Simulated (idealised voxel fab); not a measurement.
The document below concerns the process module designated voxel self aligned vias.
Cross-sectional view cut (width: 165 nm; square cell size: 5 nm).
If you're reading a cross-section in this doc, picture square cells in a grid; it comes to you as bands, top ones listed first down to the bottom, and a band can be one or more rows of cells. Within each band entry, the heights of the top and of the bottom of the band appear first, in that order and in nm; the materials of the band then follow from left to right, each with its corresponding width in nm. The designation "throughout" on a single material indicates that it fills the band from edge to edge; the designation "empty" indicates empty space. Heights from 0 (as-received wafer is one material below). Bottom band endless downward, as "z 0 and below". Width "30..40": first value at the band's top row of cells, second value at its bottom row, equal change from row to row. Where a step carries "everything unchanged", the cross-section came out of it unchanged, cell for cell. Unvented cavities: empty space of 8 cells or more with no open way to the top, each as width x height at its distance from the left edge, in nm. Read whatever lies past the settings on a step's line as the simulator's own remark about the step. You can add "overlay nm" to a step's line. For a step with a mask, it describes how far the mask lay to the right of its planned position, and a negative number describes a lay to the left.

Listed below are the process steps as planned
1 RECEIVE (material Si)
2 CONFORMAL_DEP (material SiO2; thk nm 15)
3 CONFORMAL_DEP (material SiCN; thk nm 5)
4 DIRECTIONAL_DEP (material SiO2; thk nm 20)
5 MASKED_ETCH (tone open; mask id LINES; width nm 20; pitch nm 55; etch materials SiO2; depth nm 20; overlay nm 0)
6 CONFORMAL_DEP (material TiN; thk nm 5)
7 FILL_DEP (material Ru; thk nm 5)
8 CMP (height nm 40)
9 SELECTIVE_ETCH (etch materials W Ru TiN; depth nm 5)
10 FILL_DEP (material SiN; thk nm 10)
11 CMP (height nm 40)
12 DIRECTIONAL_DEP (material SiO2; thk nm 20)
13 DIRECTIONAL_DEP (material aC; thk nm 10)
14 PATTERN (tone open; mask id VIAS; material resist; width nm 30; thk nm 30; overlay nm 0)
15 DIRECTIONAL_ETCH (etch materials aC; depth nm 10)
16 STRIP (etch materials resist)
17 DIRECTIONAL_ETCH (etch materials SiO2; depth nm 20)
18 DIRECTIONAL_ETCH (etch materials SiN; depth nm 5)
19 STRIP (etch materials aC)
20 CONFORMAL_DEP (material TiN; thk nm 5)
21 FILL_DEP (material Cu; thk nm 5)
22 CMP (height nm 60)
23 CONFORMAL_DEP (material SiCN; thk nm 5)

As received (post step 1): cross-section
* z 0 and below  Si throughout
* Unvented cavities: none

The plan above was carried out on the starting structure above with one mistake, and this cross-section shows the wafer at the end of the module
* z 65 to 60  SiCN throughout
* z 60 to 45  SiO2 40 nm, then TiN 5 nm, then Cu 20 nm, then TiN 5 nm, then SiO2 95 nm
* z 45 to 40  SiO2 40 nm, then TiN 30 nm, then SiO2 95 nm
* z 40 to 35  SiCN throughout
* z 35 to 0  SiO2 throughout
* z 0 and below  Si throughout
* Unvented cavities: none
Which mistake was made when the wafer was run? order of steps 3 and 4 inverted relative to the plan
